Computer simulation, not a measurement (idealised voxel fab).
A process module follows: voxel self aligned contacts.
FYI the section here is cut, 300 nm wide, cells are 5 nm squares.
For the purposes of this document, a cross-section shall be understood as a grid of square cells, specified as bands listed in top-to-bottom order, each band consisting of one or more rows of cells.
Basically the band line says how high the top is and how high the bottom is, in nm, and then what's in it from left to right, every material with its width in nm. Empty space shows up as "blank", and if a single material carries "all across" it runs the full band edge to edge.
A quick word on heights: they are counted from 0, and under that level the wafer as it came to us is one material throughout. The lowest band is different from the rest in having no bottom; it simply continues downward, written as in "0 nm and below".
With a width like "30..40", each row of cells in the band differs from the next by the same amount, the top row carrying the first number and the bottom row the second.
You'll sometimes find "no modifications" written for a step, and that's the way of saying that nowhere in the cross-section did a cell change during that step.
"Fully sealed voids" enumerates empty spaces isolated from the top, with no open way to it, that contain at least 8 cells, giving each as width x height at distance from the left edge, all three in nm.
Whatever follows a step's settings on its line is a remark the simulator itself makes about that step.
overlay nm: for a step with a mask, the amount by which the mask lay right of where it was planned; a negative amount means left of it.
Planned process steps:
| 1 | RECEIVE | material Si |
| 2 | OXIDIZE | depth nm 5 |
| 3 | DIRECTIONAL_DEP | material polySi | thk nm 20 |
| 4 | DIRECTIONAL_DEP | material SiN | thk nm 15 |
| 5 | MASKED_ETCH | tone cover | mask id GATE | width nm 25 | pitch nm 60 | etch materials SiN | depth nm 15 | overlay nm 0 |
| 6 | MASKED_ETCH | tone cover | mask id GATE | width nm 25 | pitch nm 60 | etch materials polySi | depth nm 20 | overlay nm 0 |
| 7 | CONFORMAL_DEP | material SiN | thk nm 5 |
| 8 | DIRECTIONAL_ETCH | etch materials SiN | depth nm 5 |
| 9 | FILL_DEP | material SiO2 | thk nm 15 |
| 10 | CMP | height nm 40 |
| 11 | DIRECTIONAL_DEP | material aC | thk nm 10 |
| 12 | PATTERN | tone open | mask id CONTACT | material resist | width nm 45 | thk nm 30 | overlay nm 0 |
| 13 | DIRECTIONAL_ETCH | etch materials aC | depth nm 10 |
| 14 | STRIP | etch materials resist |
| 15 | DIRECTIONAL_ETCH | etch materials SiO2 | depth nm 45 |
| 16 | STRIP | etch materials aC |
| 17 | CONFORMAL_DEP | material TiN | thk nm 5 |
| 18 | FILL_DEP | material Ru | thk nm 5 |
| 19 | CMP | height nm 40 |
| 20 | CONFORMAL_DEP | material SiN | thk nm 5 |
Cross-section of the incoming wafer, state after step 1:
> 0 nm and below: Si all across
> Fully sealed voids: none
Result of the module, cross-sectioned: start per above, plan per above, one error in how it was run:
> 45 nm to 40 nm: SiN all across
> 40 nm to 30 nm: SiO2 100, then SiN 35, then TiN 5, then Ru 15, then TiN 5, then SiN 35, then SiO2 105
> 30 nm to 15 nm: SiO2 100, then SiN 5, then polySi 25, then SiN 5, then TiN 5, then Ru 15, then TiN 5, then SiN 5, then polySi 25, then SiN 5, then SiO2 105
> 15 nm to 10 nm: SiO2 100, then SiN 5, then polySi 25, then SiN 5, then TiN 25, then SiN 5, then polySi 25, then SiN 5, then SiO2 105
> 10 nm to 0 nm: polySi all across
> 0 nm to -5 nm: SiO2 all across
> -5 nm and below: Si all across
> Fully sealed voids: none
Here's what went sideways: heads up, step 3 didn't go per plan, it actually ran as DIRECTIONAL_DEP | material polySi | thk nm 30
